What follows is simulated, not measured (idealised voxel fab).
process module | voxel trench capacitor
cross-section cut | 165 nm wide | cells 5 nm
A cross-section is a grid of square cells, given in bands from the top down. A band is one or more rows of cells.
Each band's line starts with the height of the band's top and of its bottom, in nm. Then come its materials from left to right, each with its width in nm. One material with "throughout" fills the band from edge to edge. "air" is empty space.
Height 0 is the level under which the wafer as received is all one material. The lowest band goes on downwards, as in "0 down".
A width such as "30 to 40" changes by the same amount from each row of cells to the next, from the band's top row to its bottom row.
"no change" after a step means that no cell of the cross-section changed.
closed voids: empty space of 8 cells or more with no open way to the top, each as width x height at its distance from the left edge, in nm
after a step's settings: what the simulator itself notes on the step
overlay nm, on a step with a mask: how far to the right of its planned place the mask lay; to the left if negative
plan
1 op RECEIVE | material Si
2 op CONFORMAL_DEP | material SiN | thk nm 10
3 op DIRECTIONAL_DEP | material aC | thk nm 10
4 op PATTERN | tone open | mask id TRENCH | material resist | width nm 25 | pitch nm 50 | thk nm 30 | overlay nm 0
5 op DIRECTIONAL_ETCH | etch materials aC | depth nm 10
6 op STRIP | etch materials resist
7 op DIRECTIONAL_ETCH | etch materials SiN | depth nm 10
8 op DIRECTIONAL_ETCH | etch materials Si | depth nm 30
9 op STRIP | etch materials aC
10 op CONFORMAL_DEP | material HfO2 | thk nm 5
11 op CONFORMAL_DEP | material TiN | thk nm 5
12 op FILL_DEP | material W | thk nm 5
13 op CMP | height nm 10
first wafer, as planned
as received, after step 1
  0 down: Si throughout
  closed voids: none
after step 2
  10 to 0: SiN throughout
  below 0: unchanged
after step 3
  20 to 10: aC throughout
  below 10: unchanged
after step 4
  50 to 20: resist 45 | air 25 | resist 25 | air 25 | resist 45
  below 20: unchanged
after step 5
  40 to 20: resist 45 | air 25 | resist 25 | air 25 | resist 45
  20 to 10: aC 45 | air 25 | aC 25 | air 25 | aC 45
  below 10: unchanged
after step 6
  20 to 10: aC 45 | air 25 | aC 25 | air 25 | aC 45
  below 10: unchanged
after step 7
  20 to 10: aC 45 | air 25 | aC 25 | air 25 | aC 45
  10 to 0: SiN 45 | air 25 | SiN 25 | air 25 | SiN 45
  below 0: unchanged
after step 8
  20 to 10: aC 45 | air 25 | aC 25 | air 25 | aC 45
  10 to 0: SiN 45 | air 25 | SiN 25 | air 25 | SiN 45
  0 to -30: Si 45 | air 25 | Si 25 | air 25 | Si 45
  below -30: unchanged
after step 9
  10 to 0: SiN 45 | air 25 | SiN 25 | air 25 | SiN 45
  below 0: unchanged
after step 10
  15 to 10: HfO2 50 | air 15 | HfO2 35 | air 15 | HfO2 50
  10 to 0: SiN 45 | HfO2 5 | air 15 | HfO2 5 | SiN 25 | HfO2 5 | air 15 | HfO2 5 | SiN 45
  0 to -25: Si 45 | HfO2 5 | air 15 | HfO2 5 | Si 25 | HfO2 5 | air 15 | HfO2 5 | Si 45
  -25 to -30: Si 45 | HfO2 25 | Si 25 | HfO2 25 | Si 45
  below -30: unchanged
after step 11
  20 to 15: TiN 55 | air 5 | TiN 45 | air 5 | TiN 55
  15 to 10: HfO2 50 | TiN 5 | air 5 | TiN 5 | HfO2 35 | TiN 5 | air 5 | TiN 5 | HfO2 50
  10 to 0: SiN 45 | HfO2 5 | TiN 5 | air 5 | TiN 5 | HfO2 5 | SiN 25 | HfO2 5 | TiN 5 | air 5 | TiN 5 | HfO2 5 | SiN 45
  0 to -20: Si 45 | HfO2 5 | TiN 5 | air 5 | TiN 5 | HfO2 5 | Si 25 | HfO2 5 | TiN 5 | air 5 | TiN 5 | HfO2 5 | Si 45
  -20 to -25: Si 45 | HfO2 5 | TiN 15 | HfO2 5 | Si 25 | HfO2 5 | TiN 15 | HfO2 5 | Si 45
  below -25: unchanged
after step 12
  25 to 20: W throughout
  20 to 15: TiN 55 | W 5 | TiN 45 | W 5 | TiN 55
  15 to 10: HfO2 50 | TiN 5 | W 5 | TiN 5 | HfO2 35 | TiN 5 | W 5 | TiN 5 | HfO2 50
  10 to 0: SiN 45 | HfO2 5 | TiN 5 | W 5 | TiN 5 | HfO2 5 | SiN 25 | HfO2 5 | TiN 5 | W 5 | TiN 5 | HfO2 5 | SiN 45
  0 to -20: Si 45 | HfO2 5 | TiN 5 | W 5 | TiN 5 | HfO2 5 | Si 25 | HfO2 5 | TiN 5 | W 5 | TiN 5 | HfO2 5 | Si 45
  below -20: unchanged
after step 13
  10 to 0: SiN 45 | HfO2 5 | TiN 5 | W 5 | TiN 5 | HfO2 5 | SiN 25 | HfO2 5 | TiN 5 | W 5 | TiN 5 | HfO2 5 | SiN 45
  below 0: unchanged
second wafer: like start, like plan, one mistake. Through step 3 it matches the first wafer
when step 4 should have ended
  50 to 20: resist 40 | air 25 | resist 25 | air 25 | resist 50
  below 20: unchanged
when step 5 should have ended
  40 to 20: resist 40 | air 25 | resist 25 | air 25 | resist 50
  20 to 10: aC 40 | air 25 | aC 25 | air 25 | aC 50
  below 10: unchanged
when step 6 should have ended
  20 to 10: aC 40 | air 25 | aC 25 | air 25 | aC 50
  below 10: unchanged
when step 7 should have ended
  20 to 10: aC 40 | air 25 | aC 25 | air 25 | aC 50
  10 to 0: SiN 40 | air 25 | SiN 25 | air 25 | SiN 50
  below 0: unchanged
when step 8 should have ended
  20 to 10: aC 40 | air 25 | aC 25 | air 25 | aC 50
  10 to 0: SiN 40 | air 25 | SiN 25 | air 25 | SiN 50
  0 to -30: Si 40 | air 25 | Si 25 | air 25 | Si 50
  below -30: unchanged
when step 9 should have ended
  10 to 0: SiN 40 | air 25 | SiN 25 | air 25 | SiN 50
  below 0: unchanged
when step 10 should have ended
  15 to 10: HfO2 45 | air 15 | HfO2 35 | air 15 | HfO2 55
  10 to 0: SiN 40 | HfO2 5 | air 15 | HfO2 5 | SiN 25 | HfO2 5 | air 15 | HfO2 5 | SiN 50
  0 to -25: Si 40 | HfO2 5 | air 15 | HfO2 5 | Si 25 | HfO2 5 | air 15 | HfO2 5 | Si 50
  -25 to -30: Si 40 | HfO2 25 | Si 25 | HfO2 25 | Si 50
  below -30: unchanged
when step 11 should have ended
  20 to 15: TiN 50 | air 5 | TiN 45 | air 5 | TiN 60
  15 to 10: HfO2 45 | TiN 5 | air 5 | TiN 5 | HfO2 35 | TiN 5 | air 5 | TiN 5 | HfO2 55
  10 to 0: SiN 40 | HfO2 5 | TiN 5 | air 5 | TiN 5 | HfO2 5 | SiN 25 | HfO2 5 | TiN 5 | air 5 | TiN 5 | HfO2 5 | SiN 50
  0 to -20: Si 40 | HfO2 5 | TiN 5 | air 5 | TiN 5 | HfO2 5 | Si 25 | HfO2 5 | TiN 5 | air 5 | TiN 5 | HfO2 5 | Si 50
  -20 to -25: Si 40 | HfO2 5 | TiN 15 | HfO2 5 | Si 25 | HfO2 5 | TiN 15 | HfO2 5 | Si 50
  below -25: unchanged
when step 12 should have ended
  25 to 20: W throughout
  20 to 15: TiN 50 | W 5 | TiN 45 | W 5 | TiN 60
  15 to 10: HfO2 45 | TiN 5 | W 5 | TiN 5 | HfO2 35 | TiN 5 | W 5 | TiN 5 | HfO2 55
  10 to 0: SiN 40 | HfO2 5 | TiN 5 | W 5 | TiN 5 | HfO2 5 | SiN 25 | HfO2 5 | TiN 5 | W 5 | TiN 5 | HfO2 5 | SiN 50
  0 to -20: Si 40 | HfO2 5 | TiN 5 | W 5 | TiN 5 | HfO2 5 | Si 25 | HfO2 5 | TiN 5 | W 5 | TiN 5 | HfO2 5 | Si 50
  below -20: unchanged
when step 13 should have ended
  10 to 0: SiN 40 | HfO2 5 | TiN 5 | W 5 | TiN 5 | HfO2 5 | SiN 25 | HfO2 5 | TiN 5 | W 5 | TiN 5 | HfO2 5 | SiN 50
  below 0: unchanged
what went wrong: step 4 ran as: op PATTERN | tone open | mask id TRENCH | material resist | width nm 25 | pitch nm 50 | thk nm 30 | overlay nm -5
at the end the second wafer has, in cells: as many of each material as the first, in other places
